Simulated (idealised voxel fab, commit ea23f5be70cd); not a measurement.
process module | voxel transistor to metal
Square cells of 5 nm make up the cross-section cut, whose width is 195 nm.
Think of the cross-section as a grid of square cells. We describe it in bands, top to bottom, and each band covers one or more rows of those cells.
Band: top height; bottom height; in nm. Then, left to right: material with width in nm, for each material. "full width": a single material spanning edge to edge. "blank": empty space.
Below 0: as-received wafer, all one material; heights counted from there. Lowest band: no bottom, goes on down, written "top 0, no bottom".
Graded width ("30 to 40"): value in top row of band = first number; value in bottom row = second number; row-to-row change constant.
"nothing changed", as given for a step, is the statement that not any cell of the cross-section underwent a change during that step.
Closed empty spaces (no open way to the top) of 8 cells or more are what "Sealed void inventory" lists, each as width x height at distance from the left edge, nm for all three.
Where a step's line continues beyond its settings, the continuation is a remark by the simulator itself on that step.
overlay nm: on a step with a mask, how far right of its planned place the mask lay; negative means left.
BELOW IS THE LIST OF PLANNED PROCESS STEPS
1) RECEIVE | material Si
2) OXIDIZE | depth nm 5
3) CONFORMAL_DEP | material SiN | thk nm 10
4) PATTERN | tone cover | mask id ACTIVE | material resist | width nm 115 | thk nm 20 | overlay nm 0
5) DIRECTIONAL_ETCH | etch materials SiN | depth nm 10
6) DIRECTIONAL_ETCH | etch materials SiO2 | depth nm 5
7) DIRECTIONAL_ETCH | etch materials Si | depth nm 35
8) STRIP | etch materials resist
9) FILL_DEP | material SiO2 | thk nm 5
10) CMP | height nm 10
11) SELECTIVE_ETCH | etch materials SiO2 | depth nm 10
12) STRIP | etch materials SiN
13) SELECTIVE_ETCH | etch materials SiO2 | depth nm 5
14) OXIDIZE | depth nm 5
15) DIRECTIONAL_DEP | material polySi | thk nm 20
16) DIRECTIONAL_DEP | material SiCN | thk nm 10
17) MASKED_ETCH | tone cover | mask id GATE | width nm 25 | etch materials SiCN | depth nm 20 | overlay nm 0
18) MASKED_ETCH | tone cover | mask id GATE | width nm 25 | etch materials polySi | depth nm 30 | overlay nm 0
19) CONFORMAL_DEP | material SiN | thk nm 10
20) DIRECTIONAL_ETCH | etch materials SiN | depth nm 10
21) DIRECTIONAL_ETCH | etch materials SiO2 | depth nm 5
22) DIRECTIONAL_ETCH | etch materials Si | depth nm 10
23) EPI | material SiGe | thk nm 10
24) FILL_DEP | material SiO2 | thk nm 5
25) CMP | height nm 15
26) STRIP | etch materials polySi
27) SELECTIVE_ETCH | etch materials SiO2 | depth nm 5
28) CONFORMAL_DEP | material HfO2 | thk nm 5
29) CONFORMAL_DEP | material TiN | thk nm 5
30) FILL_DEP | material W | thk nm 10
31) CMP | height nm 10
32) DIRECTIONAL_DEP | material SiO2 | thk nm 15
33) MASKED_ETCH | tone open | mask id CONTACT | width nm 20 | pitch nm 75 | etch materials SiO2 | depth nm 35 | overlay nm 0
34) CONFORMAL_DEP | material TiN | thk nm 5
35) FILL_DEP | material W | thk nm 10
36) CMP | height nm 25
37) DIRECTIONAL_DEP | material TiN | thk nm 5
38) DIRECTIONAL_DEP | material W | thk nm 20
39) PATTERN | tone cover | mask id METAL_1 | material resist | width nm 20 | pitch nm 75 | thk nm 15 | overlay nm 0
40) DIRECTIONAL_ETCH | etch materials W | depth nm 20
41) DIRECTIONAL_ETCH | etch materials TiN | depth nm 5
42) STRIP | etch materials resist
43) CONFORMAL_DEP | material SiN | thk nm 5
44) FILL_DEP | material lowk | thk nm 5
45) CMP | height nm 50
46) CONFORMAL_DEP | material SiCN | thk nm 5
THE CROSS-SECTION HERE SHOWS THE WAFER AS RECEIVED, I.E. IN ITS STATE AFTER STEP 1
top 0, no bottom  Si full width
Sealed void inventory: none
STARTING STRUCTURE AND PROCESS PLAN ARE AS SHOWN ABOVE, BUT ONE MISTAKE WAS MADE IN RUNNING THE MODULE; THE WAFER CROSS-SECTION AT THE END OF THE MODULE FOLLOWS
top 55, bottom 50  SiCN full width
top 50, bottom 30  50 W, 5 SiN, 10 lowk, 5 SiN, 55 W, 5 SiN, 10 lowk, 5 SiN, 50 W
top 30, bottom 25  50 TiN, 20 SiN, 55 TiN, 20 SiN, 50 TiN
top 25, bottom 10  50 SiO2, 5 TiN, 10 W, 5 TiN, 55 SiO2, 5 TiN, 10 W, 5 TiN, 50 SiO2
top 10, bottom 0  50 SiO2, 5 TiN, 10 to 5 W, 5 to 10 TiN, 5 SiO2, 10 SiN, 5 HfO2, 5 TiN, 5 W, 5 TiN, 5 HfO2, 10 SiN, 5 SiO2, 5 to 10 TiN, 10 to 5 W, 5 TiN, 50 SiO2
top 0, bottom -5  50 SiO2, 5 TiN, 5 W, 5 TiN, 10 SiGe, 10 SiN, 5 HfO2, 15 TiN, 5 HfO2, 10 SiN, 10 SiGe, 5 TiN, 5 W, 5 TiN, 50 SiO2
top -5, bottom -10  50 SiO2, 15 TiN, 10 SiGe, 5 SiO2, 35 HfO2, 5 SiO2, 10 SiGe, 15 TiN, 50 SiO2
top -10, bottom -20  40 SiO2, 35 SiGe, 45 Si, 35 SiGe, 40 SiO2
top -20, bottom -40  40 SiO2, 115 Si, 40 SiO2
top -40, no bottom  Si full width
Sealed void inventory: none
It is concluded that the wafer was processed incorrectly with respect to the plan, in that step 39 did not use the planned setting and instead ran as PATTERN | tone open | mask id METAL_1 | material resist | width nm 20 | pitch nm 75 | thk nm 15 | overlay nm 0
